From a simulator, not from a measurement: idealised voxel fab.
process module | voxel tone inversion
Xsec cut, 210 nm wide, square cell size 5 nm.
Throughout this document, each cross-section is represented as a grid of square cells and is presented as a sequence of bands enumerated from the top downward, where a band comprises one or more rows of cells.
The entry gives the band's vertical extent as a top height and a bottom height in nm, then its horizontal make-up as materials from left to right, each with a width in nm. "air" stands for empty space; a single material marked "throughout" fills the band edge to edge.
Heights are reckoned from 0. Under this level, the received wafer is all of one material. The bottommost band is open-ended downward, for example "top 0, no bottom".
Width: "30->40" (first number = top row, second number = bottom row, same change from row to row of cells).
Take "remains unaltered" at face value: in the step it is given for, the cross-section changed in none of its cells.
"Enclosed void listing" enumerates empty spaces isolated from the top, with no open way to it, that contain at least 8 cells, giving each as width x height at distance from the left edge, all three in nm.
On a step's line, text after the settings is the simulator commenting on that step.
overlay nm: right-of-plan distance of the mask on a masked step; negative values mean left-of-plan.
[The process steps that were planned are listed below]
- 1: RECEIVE | material Si
- 2: CONFORMAL_DEP | material SiCN | thk nm 10
- 3: DIRECTIONAL_DEP | material polySi | thk nm 15
- 4: PATTERN | tone cover | mask id POSTS | material resist | width nm 15 | pitch nm 35 | thk nm 25 | overlay nm 0
- 5: DIRECTIONAL_ETCH | etch materials polySi | depth nm 15
- 6: STRIP | etch materials resist
- 7: FILL_DEP | material lowk | thk nm 10
- 8: CMP | height nm 25
- 9: STRIP | etch materials polySi
- 10: CONFORMAL_DEP | material TiN | thk nm 5
- 11: FILL_DEP | material W | thk nm 5
- 12: CMP | height nm 25
- 13: CONFORMAL_DEP | material SiCN | thk nm 5
[First wafer out of two, processed as planned]
[Wafer cross-section on receipt, i.e. after step 1]
  top 0, no bottom = Si throughout
  Enclosed void listing: none
[State of the wafer after step 2, shown in cross-section]
  top 10, bottom 0 = SiCN throughout
  Below a height of 0, the structure has not been altered.
[State of the wafer after step 3, shown in cross-section]
  top 25, bottom 10 = polySi throughout
  Below a height of 10, the structure has not been altered.
[State of the wafer after step 4, shown in cross-section]
  top 50, bottom 25 = air 80 | resist 15 | air 20 | resist 15 | air 80
  Below a height of 25, the structure has not been altered.
[State of the wafer after step 5, shown in cross-section]
  top 50, bottom 25 = air 80 | resist 15 | air 20 | resist 15 | air 80
  top 25, bottom 10 = air 80 | polySi 15 | air 20 | polySi 15 | air 80
  Below a height of 10, the structure has not been altered.
[State of the wafer after step 6, shown in cross-section]
  top 25, bottom 10 = air 80 | polySi 15 | air 20 | polySi 15 | air 80
  Below a height of 10, the structure has not been altered.
[State of the wafer after step 7, shown in cross-section]
  top 35, bottom 25 = lowk throughout
  top 25, bottom 10 = lowk 80 | polySi 15 | lowk 20 | polySi 15 | lowk 80
  Below a height of 10, the structure has not been altered.
[State of the wafer after step 8, shown in cross-section]
  top 25, bottom 10 = lowk 80 | polySi 15 | lowk 20 | polySi 15 | lowk 80
  Below a height of 10, the structure has not been altered.
[State of the wafer after step 9, shown in cross-section]
  top 25, bottom 10 = lowk 80 | air 15 | lowk 20 | air 15 | lowk 80
  Below a height of 10, the structure has not been altered.
[State of the wafer after step 10, shown in cross-section]
  top 30, bottom 25 = TiN 85 | air 5 | TiN 30 | air 5 | TiN 85
  top 25, bottom 15 = lowk 80 | TiN 5 | air 5 | TiN 5 | lowk 20 | TiN 5 | air 5 | TiN 5 | lowk 80
  top 15, bottom 10 = lowk 80 | TiN 15 | lowk 20 | TiN 15 | lowk 80
  Below a height of 10, the structure has not been altered.
[State of the wafer after step 11, shown in cross-section]
  top 35, bottom 30 = W throughout
  top 30, bottom 25 = TiN 85 | W 5 | TiN 30 | W 5 | TiN 85
  top 25, bottom 15 = lowk 80 | TiN 5 | W 5 | TiN 5 | lowk 20 | TiN 5 | W 5 | TiN 5 | lowk 80
  Below a height of 15, the structure has not been altered.
[State of the wafer after step 12, shown in cross-section]
  top 25, bottom 15 = lowk 80 | TiN 5 | W 5 | TiN 5 | lowk 20 | TiN 5 | W 5 | TiN 5 | lowk 80
  Below a height of 15, the structure has not been altered.
[State of the wafer after step 13, shown in cross-section]
  top 30, bottom 25 = SiCN throughout
  Below a height of 25, the structure has not been altered.
[Second wafer, same starting conditions and recipe as the first, one mistake in executing it, nothing differs from the first up to and including step 1]
Second wafer cross-section, taken as of the time the plan sets for step 2 to be done: remains unaltered
[Second wafer cross-section, taken as of the time the plan sets for step 3 to be done]
  top 15, bottom 0 = polySi throughout
  Below a height of 0, the structure has not been altered.
[Second wafer cross-section, taken as of the time the plan sets for step 4 to be done]
  top 40, bottom 15 = air 80 | resist 15 | air 20 | resist 15 | air 80
  Below a height of 15, the structure has not been altered.
[Second wafer cross-section, taken as of the time the plan sets for step 5 to be done]
  top 40, bottom 15 = air 80 | resist 15 | air 20 | resist 15 | air 80
  top 15, bottom 0 = air 80 | polySi 15 | air 20 | polySi 15 | air 80
  Below a height of 0, the structure has not been altered.
[Second wafer cross-section, taken as of the time the plan sets for step 6 to be done]
  top 15, bottom 0 = air 80 | polySi 15 | air 20 | polySi 15 | air 80
  Below a height of 0, the structure has not been altered.
[Second wafer cross-section, taken as of the time the plan sets for step 7 to be done]
  top 25, bottom 15 = lowk throughout
  top 15, bottom 0 = lowk 80 | polySi 15 | lowk 20 | polySi 15 | lowk 80
  Below a height of 0, the structure has not been altered.
Second wafer cross-section, taken as of the time the plan sets for step 8 to be done: remains unaltered
Second wafer cross-section, taken as of the time the plan sets for step 9 to be done: remains unaltered
[Second wafer cross-section, taken as of the time the plan sets for step 10 to be done]
  top 30, bottom 25 = TiN throughout
  Below a height of 25, the structure has not been altered.
[Second wafer cross-section, taken as of the time the plan sets for step 11 to be done]
  top 35, bottom 30 = W throughout
  Below a height of 30, the structure has not been altered.
[Second wafer cross-section, taken as of the time the plan sets for step 12 to be done]
  top 25, bottom 15 = lowk throughout
  Below a height of 15, the structure has not been altered.
[Second wafer cross-section, taken as of the time the plan sets for step 13 to be done]
  top 30, bottom 25 = SiCN throughout
  Below a height of 25, the structure has not been altered.
Where did the run depart from the plan? step 2 of the plan was jumped over and never run
Upon completion, the second wafer contains, in terms of cells, a greater or smaller amount of certain materials than the first wafer: 84 fewer of SiCN, 14 fewer of TiN, 4 fewer of W, 84 more of lowk, 18 more of polySi
